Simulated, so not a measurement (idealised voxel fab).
process module | voxel tone inversion
cross-section cut | 185 nm wide | cells 5 nm
A cross-section is a grid of square cells, given in bands from the top down. A band is one or more rows of cells.
Each band's line starts with the height of the band's top and of its bottom, in nm. Then come its materials from left to right, each with its width in nm. One material with "throughout" fills the band from edge to edge. "air" is empty space.
Height 0 is the level under which the wafer as received is all one material. The lowest band goes on downwards, as in "0 down".
A width such as "30 to 40" changes by the same amount from each row of cells to the next, from the band's top row to its bottom row.
"no change" after a step means that no cell of the cross-section changed.
closed voids: empty space of 8 cells or more with no open way to the top, each as width x height at its distance from the left edge, in nm
after a step's settings: what the simulator itself notes on the step
overlay nm, on a step with a mask: how far to the right of its planned place the mask lay; to the left if negative
plan
1 op RECEIVE | material Si
2 op CONFORMAL_DEP | material SiCN | thk nm 10
3 op DIRECTIONAL_DEP | material aC | thk nm 5
4 op PATTERN | tone cover | mask id POSTS | material resist | width nm 20 | pitch nm 50 | thk nm 20 | overlay nm 0
5 op DIRECTIONAL_ETCH | etch materials aC | depth nm 15
6 op STRIP | etch materials resist
7 op FILL_DEP | material lowk | thk nm 10
8 op CMP | height nm 25
9 op STRIP | etch materials aC
10 op CONFORMAL_DEP | material TiN | thk nm 5
11 op FILL_DEP | material W | thk nm 5
12 op CMP | height nm 25
13 op CONFORMAL_DEP | material SiCN | thk nm 5
varied across the wafers: thk nm of step 3. The plan shows the first wafer's value. All wafers start alike
first wafer as received, after step 1
  0 down: Si throughout
  closed voids: none
first wafer at the end, after step 13
  30 to 25: SiCN throughout
  25 to 15: lowk throughout
  15 to 10: lowk 55 | aC 20 | lowk 30 | aC 20 | lowk 60
  10 to 0: SiCN throughout
  0 down: Si throughout
  closed voids: none
last wafer at the end
  30 to 25: SiCN throughout
  25 to 15: lowk 55 | TiN 5 | W 10 | TiN 5 | lowk 30 | TiN 5 | W 10 | TiN 5 | lowk 60
  15 to 10: lowk 55 | TiN 20 | lowk 30 | TiN 20 | lowk 60
  10 to 0: SiCN throughout
  0 down: Si throughout
  closed voids: none
each wafer at the end: cells of each material gained (+) or lost (-) since it was received, then its closed voids
thk nm 5 | +111 SiCN | +8 aC | +103 lowk | closed voids: none
thk nm 10 | +111 SiCN | +16 aC | +95 lowk | closed voids: none
thk nm 15 | +111 SiCN | +16 TiN | +8 W | +87 lowk | closed voids: none
